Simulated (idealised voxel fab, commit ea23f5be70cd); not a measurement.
Name of the process module below: voxel self aligned contacts
Displayed cross-section: cut, width of 230 nm, square cells sized 5 nm.
We lay out every cross-section as a grid of square cells and spell it out in bands from the top down, where one band means one or more rows of cells.
Band: top and bottom heights (nm) first, top before bottom; then materials from left to right, widths in nm. "edge to edge" marks a sole material filling the band edge to edge. "empty" denotes empty space.
Height 0 is the level under which the wafer as received is all one material. The lowest band goes on downwards, as in "0..down".
Think of "30..40" as a width that walks from the first number to the second as you go down the band, top row to bottom row, taking equal-sized steps from row to row.
Reading "nothing was modified" for a step: not a cell of the cross-section changed in it.
What "Closed cavities" gives you is every empty space of 8 cells or more that is cut off from the top. Each appears as width x height at distance, with the distance taken from the left edge and width, height and distance all in nm.
Whatever follows a step's settings on its line is a remark the simulator itself makes about that step.
You can add "overlay nm" to a step's line. For a step with a mask, it describes how far the mask lay to the right of its planned position, and a negative number describes a lay to the left.

[These are the steps we planned for the process]
step 1: RECEIVE: material Si
step 2: OXIDIZE: depth nm 5
step 3: DIRECTIONAL_DEP: material polySi, thk nm 25
step 4: DIRECTIONAL_DEP: material SiN, thk nm 15
step 5: MASKED_ETCH: tone cover, mask id GATE, width nm 30, pitch nm 65, etch materials SiN, depth nm 15, overlay nm 0
step 6: MASKED_ETCH: tone cover, mask id GATE, width nm 30, pitch nm 65, etch materials polySi, depth nm 25, overlay nm 0
step 7: CONFORMAL_DEP: material SiN, thk nm 5
step 8: DIRECTIONAL_ETCH: etch materials SiN, depth nm 5
step 9: FILL_DEP: material SiO2, thk nm 20
step 10: CMP: height nm 50
step 11: MASKED_ETCH: tone open, mask id CONTACT, width nm 45, pitch nm 65, etch materials SiO2, depth nm 55, overlay nm 0
step 12: CONFORMAL_DEP: material TiN, thk nm 5
step 13: FILL_DEP: material Ru, thk nm 5
step 14: CMP: height nm 50
step 15: CONFORMAL_DEP: material SiCN, thk nm 5

[Step 1 complete: cross-section of the wafer as received]
	0..down: Si edge to edge
	Closed cavities: none

[Look at the cross-section after the module: the wafer started out the way shown above and the plan was the one shown above, yet one mistake was made along the way]
	55..50: SiCN edge to edge
	50..40: 65 SiO2, then 5..10 TiN, then 30..15 Ru, then 5..15 TiN, then 25 SiO2, then 5..10 TiN, then 30..15 Ru, then 5..15 TiN, then 60 SiO2
	40..25: 30 SiO2, then 40 SiN, then 5 TiN, then 15 Ru, then 5 TiN, then 40 SiN, then 5 TiN, then 15 Ru, then 5 TiN, then 40 SiN, then 30 SiO2
	25..0: 30 SiO2, then 5 SiN, then 30 polySi, then 5 SiN, then 5 TiN, then 15 Ru, then 5 TiN, then 5 SiN, then 30 polySi, then 5 SiN, then 5 TiN, then 15 Ru, then 5 TiN, then 5 SiN, then 30 polySi, then 5 SiN, then 30 SiO2
	0..-5: 70 SiO2, then 25 TiN, then 40 SiO2, then 25 TiN, then 70 SiO2
	-5..down: Si edge to edge
	Closed cavities: none
What went wrong in running the wafer? off-plan run, step 11, actual operation and settings MASKED_ETCH: tone open, mask id CONTACT, width nm 40, pitch nm 65, etch materials SiO2, depth nm 55, overlay nm 0
